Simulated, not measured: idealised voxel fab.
The document below concerns the process module designated voxel trench capacitor.
Section shown: cut. Width: 295 nm. Cell size: 5 nm, square.
If you're reading a cross-section in this doc, picture square cells in a grid; it comes to you as bands, top ones listed first down to the bottom, and a band can be one or more rows of cells.
First you get the band's top height and its bottom height, in nm, and then the materials it's made of, left to right, with each width in nm. If you see a single material with "edge to edge", that one covers the band edge to edge. "air" is empty space.
Ref level 0: as-received wafer is one material below here. Bottom band extends down with no lower bound ("z 0 and below").
The expression "30->40" gives the width at the extremes of the band, the first number at its top row of cells and the second at its bottom row, with the width changing by equal amounts from each row to the next in between.
"same as before" for a step: no cell of the cross-section changed in that step.
"Closed internal voids" specifies each empty space that is not open to the top and that occupies no fewer than 8 cells, using the form width x height at distance, the distance measured from the left edge and all three quantities in nm.
Text after the settings on a step's line: the simulator's own remark on that step.
overlay nm: right-of-plan distance of the mask on a masked step; negative values mean left-of-plan.

The process steps that were planned are listed below
1) RECEIVE with material Si
2) CONFORMAL_DEP with material SiN, thk nm 10
3) DIRECTIONAL_DEP with material aC, thk nm 10
4) PATTERN with tone open, mask id TRENCH, material resist, width nm 25, pitch nm 45, thk nm 30, overlay nm -15
5) DIRECTIONAL_ETCH with etch materials aC, depth nm 10
6) STRIP with etch materials resist
7) DIRECTIONAL_ETCH with etch materials SiN, depth nm 10
8) DIRECTIONAL_ETCH with etch materials Si, depth nm 30
9) STRIP with etch materials aC
10) CONFORMAL_DEP with material Al2O3, thk nm 5
11) FILL_DEP with material polySi, thk nm 5
12) CMP with height nm 10
For clarity, it should be stated that the wafers under discussion commence in an identical condition and differ with respect to the overlay nm of step 4, the plan indicating the value that the first wafer had.

Step 1 complete: as-received cross-section of the first of several wafers
z 0 and below  Si edge to edge
Closed internal voids: none

End of the module, past its last step, step 12: how the first of several wafers looks in cross-section
z 10 to 0  50 of SiN / 5 of Al2O3 / 15 of polySi / 5 of Al2O3 / 20 of SiN / 5 of Al2O3 / 15 of polySi / 5 of Al2O3 / 20 of SiN / 5 of Al2O3 / 15 of polySi / 5 of Al2O3 / 20 of SiN / 5 of Al2O3 / 15 of polySi / 5 of Al2O3 / 85 of SiN
z 0 to -25  50 of Si / 5 of Al2O3 / 15 of polySi / 5 of Al2O3 / 20 of Si / 5 of Al2O3 / 15 of polySi / 5 of Al2O3 / 20 of Si / 5 of Al2O3 / 15 of polySi / 5 of Al2O3 / 20 of Si / 5 of Al2O3 / 15 of polySi / 5 of Al2O3 / 85 of Si
z -25 to -30  50 of Si / 25 of Al2O3 / 20 of Si / 25 of Al2O3 / 20 of Si / 25 of Al2O3 / 20 of Si / 25 of Al2O3 / 85 of Si
z -30 and below  Si edge to edge
Closed internal voids: none

Cross-sectional view of the final wafer of several at the module's end
z 10 to 0  80 of SiN / 5 of Al2O3 / 15 of polySi / 5 of Al2O3 / 20 of SiN / 5 of Al2O3 / 15 of polySi / 5 of Al2O3 / 20 of SiN / 5 of Al2O3 / 15 of polySi / 5 of Al2O3 / 20 of SiN / 5 of Al2O3 / 15 of polySi / 5 of Al2O3 / 55 of SiN
z 0 to -25  80 of Si / 5 of Al2O3 / 15 of polySi / 5 of Al2O3 / 20 of Si / 5 of Al2O3 / 15 of polySi / 5 of Al2O3 / 20 of Si / 5 of Al2O3 / 15 of polySi / 5 of Al2O3 / 20 of Si / 5 of Al2O3 / 15 of polySi / 5 of Al2O3 / 55 of Si
z -25 to -30  80 of Si / 25 of Al2O3 / 20 of Si / 25 of Al2O3 / 20 of Si / 25 of Al2O3 / 20 of Si / 25 of Al2O3 / 55 of Si
z -30 and below  Si edge to edge
Closed internal voids: none

Rows = wafers. At module end, each row lists per material the cells gained (+) or lost (-) since the wafer was received, then the closed voids
overlay nm -15; +76 Al2O3; -120 Si; +78 SiN; +84 polySi; Closed internal voids: none
overlay nm -10; +76 Al2O3; -120 Si; +78 SiN; +84 polySi; Closed internal voids: none
overlay nm -5; +76 Al2O3; -120 Si; +78 SiN; +84 polySi; Closed internal voids: none
overlay nm 0; +76 Al2O3; -120 Si; +78 SiN; +84 polySi; Closed internal voids: none
overlay nm 5; +76 Al2O3; -120 Si; +78 SiN; +84 polySi; Closed internal voids: none
overlay nm 10; +76 Al2O3; -120 Si; +78 SiN; +84 polySi; Closed internal voids: none
overlay nm 15; +76 Al2O3; -120 Si; +78 SiN; +84 polySi; Closed internal voids: none
